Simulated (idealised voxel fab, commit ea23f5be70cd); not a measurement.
Module name: voxel self aligned vias (process module)
Section shown: cut. Width: 190 nm. Cell size: 5 nm, square.
Think of the cross-section as a grid of square cells. We describe it in bands, top to bottom, and each band covers one or more rows of those cells.
Each band's line starts with the height of the band's top and of its bottom, in nm. Then come its materials from left to right, each with its width in nm. One material with "everywhere" fills the band from edge to edge. "air" is empty space.
The level at which height equals 0 is the one under which the wafer, as it arrives, is entirely one material. No lower edge exists for the bottom band, which continues downward and is notated as in "0 nm and below".
Width "30..40": first value at the band's top row of cells, second value at its bottom row, equal change from row to row.
Basically "no alteration" means that step didn't change any cell in the cross-section.
The entry titled "Unvented cavities" provides the empty spaces that have no open way to the top, restricted to those of 8 cells or more. Each is presented as width x height at distance, the distance being measured from the left edge, with all three in nm.
Past the settings on a step's line: simulator remark, on that step.
overlay nm: step with mask; distance mask lay right of planned place; negative value = left of planned place.

# The process steps that were planned are listed below
1 RECEIVE with material Si
2 CONFORMAL_DEP with material SiO2, thk nm 10
3 CONFORMAL_DEP with material SiCN, thk nm 5
4 DIRECTIONAL_DEP with material SiO2, thk nm 25
5 PATTERN with tone open, mask id LINES, material resist, width nm 30, pitch nm 80, thk nm 20, overlay nm 0
6 DIRECTIONAL_ETCH with etch materials SiO2, depth nm 25
7 STRIP with etch materials resist
8 CONFORMAL_DEP with material TiN, thk nm 5
9 FILL_DEP with material Ru, thk nm 10
10 CMP with height nm 40
11 SELECTIVE_ETCH with etch materials W Ru TiN, depth nm 10
12 FILL_DEP with material SiN, thk nm 10
13 CMP with height nm 40
14 DIRECTIONAL_DEP with material SiO2, thk nm 15
15 MASKED_ETCH with tone open, mask id VIAS, width nm 50, pitch nm 80, etch materials SiO2, depth nm 15, overlay nm 0
16 MASKED_ETCH with tone open, mask id VIAS, width nm 50, pitch nm 80, etch materials SiN, depth nm 10, overlay nm 0
17 CONFORMAL_DEP with material TiN, thk nm 5
18 FILL_DEP with material Cu, thk nm 10
19 CMP with height nm 55
20 CONFORMAL_DEP with material SiCN, thk nm 5

# Wafer, first of two, run as planned

# Cross-section of the incoming wafer, state after step 1
- 0 nm and below = Si everywhere
- Unvented cavities: none

# After step 2: wafer cross-section
- 10 nm to 0 nm = SiO2 everywhere
- Below 0 it's all the same as before, nothing changed down there.

# After step 3: wafer cross-section
- 15 nm to 10 nm = SiCN everywhere
- Below 10 it's all the same as before, nothing changed down there.

# After step 4: wafer cross-section
- 40 nm to 15 nm = SiO2 everywhere
- Below 15 it's all the same as before, nothing changed down there.

# After step 5: wafer cross-section
- 60 nm to 40 nm = resist: 40; air: 30; resist: 50; air: 30; resist: 40
- Below 40 it's all the same as before, nothing changed down there.

# After step 6: wafer cross-section
- 60 nm to 40 nm = resist: 40; air: 30; resist: 50; air: 30; resist: 40
- 40 nm to 15 nm = SiO2: 40; air: 30; SiO2: 50; air: 30; SiO2: 40
- Below 15 it's all the same as before, nothing changed down there.

# After step 7: wafer cross-section
- 40 nm to 15 nm = SiO2: 40; air: 30; SiO2: 50; air: 30; SiO2: 40
- Below 15 it's all the same as before, nothing changed down there.

# After step 8: wafer cross-section
- 45 nm to 40 nm = TiN: 45; air: 20; TiN: 60; air: 20; TiN: 45
- 40 nm to 20 nm = SiO2: 40; TiN: 5; air: 20; TiN: 5; SiO2: 50; TiN: 5; air: 20; TiN: 5; SiO2: 40
- 20 nm to 15 nm = SiO2: 40; TiN: 30; SiO2: 50; TiN: 30; SiO2: 40
- Below 15 it's all the same as before, nothing changed down there.

# After step 9: wafer cross-section
- 55 nm to 45 nm = Ru everywhere
- 45 nm to 40 nm = TiN: 45; Ru: 20; TiN: 60; Ru: 20; TiN: 45
- 40 nm to 20 nm = SiO2: 40; TiN: 5; Ru: 20; TiN: 5; SiO2: 50; TiN: 5; Ru: 20; TiN: 5; SiO2: 40
- Below 20 it's all the same as before, nothing changed down there.

# After step 10: wafer cross-section
- 40 nm to 20 nm = SiO2: 40; TiN: 5; Ru: 20; TiN: 5; SiO2: 50; TiN: 5; Ru: 20; TiN: 5; SiO2: 40
- Below 20 it's all the same as before, nothing changed down there.

# After step 11: wafer cross-section
- 40 nm to 30 nm = SiO2: 40; air: 30; SiO2: 50; air: 30; SiO2: 40
- Below 30 it's all the same as before, nothing changed down there.

# After step 12: wafer cross-section
- 50 nm to 40 nm = SiN everywhere
- 40 nm to 30 nm = SiO2: 40; SiN: 30; SiO2: 50; SiN: 30; SiO2: 40
- Below 30 it's all the same as before, nothing changed down there.

# After step 13: wafer cross-section
- 40 nm to 30 nm = SiO2: 40; SiN: 30; SiO2: 50; SiN: 30; SiO2: 40
- Below 30 it's all the same as before, nothing changed down there.

# After step 14: wafer cross-section
- 55 nm to 40 nm = SiO2 everywhere
- Below 40 it's all the same as before, nothing changed down there.

# After step 15: wafer cross-section
- 55 nm to 40 nm = SiO2: 30; air: 50; SiO2: 30; air: 50; SiO2: 30
- Below 40 it's all the same as before, nothing changed down there.

# After step 16: wafer cross-section
- 55 nm to 40 nm = SiO2: 30; air: 50; SiO2: 30; air: 50; SiO2: 30
- 40 nm to 30 nm = SiO2: 40; air: 30; SiO2: 50; air: 30; SiO2: 40
- Below 30 it's all the same as before, nothing changed down there.

# After step 17: wafer cross-section
- 60 nm to 55 nm = TiN: 35; air: 40; TiN: 40; air: 40; TiN: 35
- 55 nm to 45 nm = SiO2: 30; TiN: 5; air: 40; TiN: 5; SiO2: 30; TiN: 5; air: 40; TiN: 5; SiO2: 30
- 45 nm to 35 nm = SiO2: 30..40; TiN: 15..5; air: 20; TiN: 15..5; SiO2: 30..50; TiN: 15..5; air: 20; TiN: 15..5; SiO2: 30..40
- 35 nm to 30 nm = SiO2: 40; TiN: 30; SiO2: 50; TiN: 30; SiO2: 40
- Below 30 it's all the same as before, nothing changed down there.

# After step 18: wafer cross-section
- 70 nm to 60 nm = Cu everywhere
- 60 nm to 55 nm = TiN: 35; Cu: 40; TiN: 40; Cu: 40; TiN: 35
- 55 nm to 45 nm = SiO2: 30; TiN: 5; Cu: 40; TiN: 5; SiO2: 30; TiN: 5; Cu: 40; TiN: 5; SiO2: 30
- 45 nm to 35 nm = SiO2: 30..40; TiN: 15..5; Cu: 20; TiN: 15..5; SiO2: 30..50; TiN: 15..5; Cu: 20; TiN: 15..5; SiO2: 30..40
- Below 35 it's all the same as before, nothing changed down there.

# After step 19: wafer cross-section
- 55 nm to 45 nm = SiO2: 30; TiN: 5; Cu: 40; TiN: 5; SiO2: 30; TiN: 5; Cu: 40; TiN: 5; SiO2: 30
- Below 45 it's all the same as before, nothing changed down there.

# After step 20: wafer cross-section
- 60 nm to 55 nm = SiCN everywhere
- Below 55 it's all the same as before, nothing changed down there.

# Second wafer, same starting conditions and recipe as the first, one mistake in executing it, nothing differs from the first up to and including step 1

# X-section, second wafer, when step 2 was due to finish
- 5 nm to 0 nm = SiCN everywhere
- Below 0 it's all the same as before, nothing changed down there.

# X-section, second wafer, when step 3 was due to finish
- 15 nm to 5 nm = SiO2 everywhere
- Below 5 it's all the same as before, nothing changed down there.

# X-section, second wafer, when step 4 was due to finish
- 40 nm to 5 nm = SiO2 everywhere
- Below 5 it's all the same as before, nothing changed down there.

# X-section, second wafer, when step 5 was due to finish
- 60 nm to 40 nm = resist: 40; air: 30; resist: 50; air: 30; resist: 40
- Below 40 it's all the same as before, nothing changed down there.

# X-section, second wafer, when step 6 was due to finish
- 60 nm to 40 nm = resist: 40; air: 30; resist: 50; air: 30; resist: 40
- 40 nm to 15 nm = SiO2: 40; air: 30; SiO2: 50; air: 30; SiO2: 40
- Below 15 it's all the same as before, nothing changed down there.

# X-section, second wafer, when step 7 was due to finish
- 40 nm to 15 nm = SiO2: 40; air: 30; SiO2: 50; air: 30; SiO2: 40
- Below 15 it's all the same as before, nothing changed down there.

# X-section, second wafer, when step 8 was due to finish
- 45 nm to 40 nm = TiN: 45; air: 20; TiN: 60; air: 20; TiN: 45
- 40 nm to 20 nm = SiO2: 40; TiN: 5; air: 20; TiN: 5; SiO2: 50; TiN: 5; air: 20; TiN: 5; SiO2: 40
- 20 nm to 15 nm = SiO2: 40; TiN: 30; SiO2: 50; TiN: 30; SiO2: 40
- Below 15 it's all the same as before, nothing changed down there.

# X-section, second wafer, when step 9 was due to finish
- 55 nm to 45 nm = Ru everywhere
- 45 nm to 40 nm = TiN: 45; Ru: 20; TiN: 60; Ru: 20; TiN: 45
- 40 nm to 20 nm = SiO2: 40; TiN: 5; Ru: 20; TiN: 5; SiO2: 50; TiN: 5; Ru: 20; TiN: 5; SiO2: 40
- Below 20 it's all the same as before, nothing changed down there.

# X-section, second wafer, when step 10 was due to finish
- 40 nm to 20 nm = SiO2: 40; TiN: 5; Ru: 20; TiN: 5; SiO2: 50; TiN: 5; Ru: 20; TiN: 5; SiO2: 40
- Below 20 it's all the same as before, nothing changed down there.

# X-section, second wafer, when step 11 was due to finish
- 40 nm to 30 nm = SiO2: 40; air: 30; SiO2: 50; air: 30; SiO2: 40
- Below 30 it's all the same as before, nothing changed down there.

# X-section, second wafer, when step 12 was due to finish
- 50 nm to 40 nm = SiN everywhere
- 40 nm to 30 nm = SiO2: 40; SiN: 30; SiO2: 50; SiN: 30; SiO2: 40
- Below 30 it's all the same as before, nothing changed down there.

# X-section, second wafer, when step 13 was due to finish
- 40 nm to 30 nm = SiO2: 40; SiN: 30; SiO2: 50; SiN: 30; SiO2: 40
- Below 30 it's all the same as before, nothing changed down there.

# X-section, second wafer, when step 14 was due to finish
- 55 nm to 40 nm = SiO2 everywhere
- Below 40 it's all the same as before, nothing changed down there.

# X-section, second wafer, when step 15 was due to finish
- 55 nm to 40 nm = SiO2: 30; air: 50; SiO2: 30; air: 50; SiO2: 30
- Below 40 it's all the same as before, nothing changed down there.

# X-section, second wafer, when step 16 was due to finish
- 55 nm to 40 nm = SiO2: 30; air: 50; SiO2: 30; air: 50; SiO2: 30
- 40 nm to 30 nm = SiO2: 40; air: 30; SiO2: 50; air: 30; SiO2: 40
- Below 30 it's all the same as before, nothing changed down there.

# X-section, second wafer, when step 17 was due to finish
- 60 nm to 55 nm = TiN: 35; air: 40; TiN: 40; air: 40; TiN: 35
- 55 nm to 45 nm = SiO2: 30; TiN: 5; air: 40; TiN: 5; SiO2: 30; TiN: 5; air: 40; TiN: 5; SiO2: 30
- 45 nm to 35 nm = SiO2: 30..40; TiN: 15..5; air: 20; TiN: 15..5; SiO2: 30..50; TiN: 15..5; air: 20; TiN: 15..5; SiO2: 30..40
- 35 nm to 30 nm = SiO2: 40; TiN: 30; SiO2: 50; TiN: 30; SiO2: 40
- Below 30 it's all the same as before, nothing changed down there.

# X-section, second wafer, when step 18 was due to finish
- 70 nm to 60 nm = Cu everywhere
- 60 nm to 55 nm = TiN: 35; Cu: 40; TiN: 40; Cu: 40; TiN: 35
- 55 nm to 45 nm = SiO2: 30; TiN: 5; Cu: 40; TiN: 5; SiO2: 30; TiN: 5; Cu: 40; TiN: 5; SiO2: 30
- 45 nm to 35 nm = SiO2: 30..40; TiN: 15..5; Cu: 20; TiN: 15..5; SiO2: 30..50; TiN: 15..5; Cu: 20; TiN: 15..5; SiO2: 30..40
- Below 35 it's all the same as before, nothing changed down there.

# X-section, second wafer, when step 19 was due to finish
- 55 nm to 45 nm = SiO2: 30; TiN: 5; Cu: 40; TiN: 5; SiO2: 30; TiN: 5; Cu: 40; TiN: 5; SiO2: 30
- Below 45 it's all the same as before, nothing changed down there.

# X-section, second wafer, when step 20 was due to finish
- 60 nm to 55 nm = SiCN everywhere
- Below 55 it's all the same as before, nothing changed down there.
Processing error: step 2 ran in the slot meant for step 3, and vice versa
At the close, every material occupies the same number of cells on the second wafer as on the first, only in different positions.
